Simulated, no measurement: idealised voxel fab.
process module | voxel transistor to metal
cross-section cut | 180 nm wide | cells 5 nm
A cross-section is a grid of square cells, given in bands from the top down. A band is one or more rows of cells.
Each band's line starts with the height of the band's top and of its bottom, in nm. Then come its materials from left to right, each with its width in nm. One material with "throughout" fills the band from edge to edge. "air" is empty space.
Height 0 is the level under which the wafer as received is all one material. The lowest band goes on downwards, as in "0 down".
A width such as "30 to 40" changes by the same amount from each row of cells to the next, from the band's top row to its bottom row.
"no change" after a step means that no cell of the cross-section changed.
closed voids: empty space of 8 cells or more with no open way to the top, each as width x height at its distance from the left edge, in nm
after a step's settings: what the simulator itself notes on the step
overlay nm, on a step with a mask: how far to the right of its planned place the mask lay; to the left if negative
plan
1 op RECEIVE | material Si
2 op CONFORMAL_DEP | material SiO2 | thk nm 5
3 op CONFORMAL_DEP | material SiN | thk nm 10
4 op MASKED_ETCH | tone cover | mask id ACTIVE | width nm 95 | etch materials SiN | depth nm 10 | overlay nm 0
5 op MASKED_ETCH | tone cover | mask id ACTIVE | width nm 95 | etch materials SiO2 | depth nm 5 | overlay nm 0
6 op MASKED_ETCH | tone cover | mask id ACTIVE | width nm 95 | etch materials Si | depth nm 35 | overlay nm 0
7 op OXIDIZE | depth nm 5
8 op FILL_DEP | material SiO2 | thk nm 10
9 op CMP | height nm 15
10 op SELECTIVE_ETCH | etch materials SiO2 | depth nm 10
11 op STRIP | etch materials SiN
12 op SELECTIVE_ETCH | etch materials SiO2 | depth nm 5
13 op OXIDIZE | depth nm 5
14 op DIRECTIONAL_DEP | material polySi | thk nm 30
15 op DIRECTIONAL_DEP | material SiCN | thk nm 15
16 op PATTERN | tone cover | mask id GATE | material resist | width nm 25 | thk nm 15 | overlay nm 0
17 op DIRECTIONAL_ETCH | etch materials SiCN | depth nm 25
18 op DIRECTIONAL_ETCH | etch materials polySi | depth nm 40
19 op STRIP | etch materials resist
20 op CONFORMAL_DEP | material SiN | thk nm 5
21 op DIRECTIONAL_ETCH | etch materials SiN | depth nm 5
22 op DIRECTIONAL_ETCH | etch materials SiO2 | depth nm 5
23 op EPI | material SiGe | thk nm 5
24 op FILL_DEP | material SiO2 | thk nm 5
25 op CMP | height nm 30
26 op STRIP | etch materials polySi
27 op SELECTIVE_ETCH | etch materials SiO2 | depth nm 5
28 op CONFORMAL_DEP | material HfO2 | thk nm 5
29 op CONFORMAL_DEP | material TiN | thk nm 5
30 op FILL_DEP | material W | thk nm 10
31 op CMP | height nm 25
32 op DIRECTIONAL_DEP | material SiO2 | thk nm 15
33 op PATTERN | tone open | mask id CONTACT | material resist | width nm 15 | pitch nm 70 | thk nm 15 | overlay nm 0
34 op DIRECTIONAL_ETCH | etch materials SiO2 | depth nm 40
35 op STRIP | etch materials resist
36 op CONFORMAL_DEP | material TiN | thk nm 5
37 op FILL_DEP | material Ru | thk nm 10
38 op CMP | height nm 40
39 op CONFORMAL_DEP | material SiN | thk nm 5
40 op DIRECTIONAL_DEP | material SiO2 | thk nm 25
41 op PATTERN | tone open | mask id METAL_1 | material resist | width nm 15 | pitch nm 70 | thk nm 15 | overlay nm 0
42 op DIRECTIONAL_ETCH | etch materials SiO2 | depth nm 25
43 op DIRECTIONAL_ETCH | etch materials SiN | depth nm 5
44 op STRIP | etch materials resist
45 op CONFORMAL_DEP | material TiN | thk nm 5
46 op FILL_DEP | material Cu | thk nm 10
47 op CMP | height nm 70
48 op CONFORMAL_DEP | material SiCN | thk nm 5
49 op DIRECTIONAL_DEP | material SiO2 | thk nm 30
50 op DIRECTIONAL_DEP | material aC | thk nm 10
51 op PATTERN | tone open | mask id METAL_2 | material resist | width nm 15 | pitch nm 70 | thk nm 25 | overlay nm 0
52 op DIRECTIONAL_ETCH | etch materials aC | depth nm 10
53 op STRIP | etch materials resist
54 op DIRECTIONAL_ETCH | etch materials SiO2 | depth nm 15
55 op STRIP | etch materials aC
56 op DIRECTIONAL_DEP | material aC | thk nm 15
57 op PATTERN | tone open | mask id METAL_2_HOLES | material resist | width nm 15 | pitch nm 70 | thk nm 30 | overlay nm 0
58 op DIRECTIONAL_ETCH | etch materials aC | depth nm 15
59 op STRIP | etch materials resist
60 op DIRECTIONAL_ETCH | etch materials SiO2 | depth nm 15
61 op DIRECTIONAL_ETCH | etch materials SiCN | depth nm 5
62 op STRIP | etch materials aC
63 op CONFORMAL_DEP | material TiN | thk nm 5
64 op FILL_DEP | material Cu | thk nm 10
65 op CMP | height nm 105
66 op CONFORMAL_DEP | material SiCN | thk nm 5
as received, after step 1
  0 down: Si throughout
  closed voids: none
first wafer at the end, as planned
  110 to 105: SiCN throughout
  105 to 75: SiO2 45 | TiN 5 | Cu 5 | TiN 5 | SiO2 55 | TiN 5 | Cu 5 | TiN 5 | SiO2 50
  75 to 70: SiCN 45 | TiN 15 | SiCN 55 | TiN 15 | SiCN 50
  70 to 45: SiO2 45 | TiN 5 | Cu 5 | TiN 5 | SiO2 55 | TiN 5 | Cu 5 | TiN 5 | SiO2 50
  45 to 40: SiN 45 | TiN 15 | SiN 55 | TiN 15 | SiN 50
  40 to 25: SiO2 45 | TiN 5 | Ru 5 | TiN 5 | SiO2 55 | TiN 5 | Ru 5 | TiN 5 | SiO2 50
  25 to 5: SiO2 45 | TiN 5 | Ru 5 | TiN 5 | SiO2 10 | SiN 5 | HfO2 5 | TiN 5 | W 5 | TiN 5 | HfO2 5 | SiN 5 | SiO2 10 | TiN 5 | Ru 5 | TiN 5 | SiO2 50
  5 to 0: SiO2 45 | TiN 15 | SiO2 10 | SiN 5 | HfO2 5 | TiN 15 | HfO2 5 | SiN 5 | SiO2 10 | TiN 15 | SiO2 50
  0 to -5: SiO2 40 | SiGe 30 | HfO2 35 | SiGe 30 | SiO2 45
  -5 to -40: SiO2 45 | Si 85 | SiO2 50
  -40 down: Si throughout
  closed voids: none
second wafer at the end: like start, like plan, one mistake
  110 to 105: SiCN throughout
  105 to 75: SiO2 45 | TiN 5 | Cu 5 | TiN 5 | SiO2 55 | TiN 5 | Cu 5 | TiN 5 | SiO2 50
  75 to 70: SiCN 45 | TiN 15 | SiCN 55 | TiN 15 | SiCN 50
  70 to 45: SiO2 45 | TiN 5 | Cu 5 | TiN 5 | SiO2 55 | TiN 5 | Cu 5 | TiN 5 | SiO2 50
  45 to 40: SiN 45 | TiN 15 | SiN 55 | TiN 15 | SiN 50
  40 to 35: W 60 | TiN 25 | W 5 | TiN 25 | W 65
  35 to 30: TiN 65 | HfO2 15 | TiN 5 | W 5 | TiN 5 | HfO2 15 | TiN 70
  30 to 25: HfO2 70 | SiN 5 | HfO2 5 | TiN 5 | W 5 | TiN 5 | HfO2 5 | SiN 5 | HfO2 75
  25 to 5: SiO2 70 | SiN 5 | HfO2 5 | TiN 5 | W 5 | TiN 5 | HfO2 5 | SiN 5 | SiO2 75
  5 to 0: SiO2 70 | SiN 5 | HfO2 5 | TiN 15 | HfO2 5 | SiN 5 | SiO2 75
  0 to -5: SiO2 40 | SiGe 30 | HfO2 35 | SiGe 30 | SiO2 45
  -5 to -40: SiO2 45 | Si 85 | SiO2 50
  -40 down: Si throughout
  closed voids: none
what went wrong: step 31 was left out
at the end the second wafer has, in cells: 37 more of HfO2 | 14 fewer of Ru | 2 more of SiN | 60 fewer of SiO2 | 7 more of TiN | 28 more of W
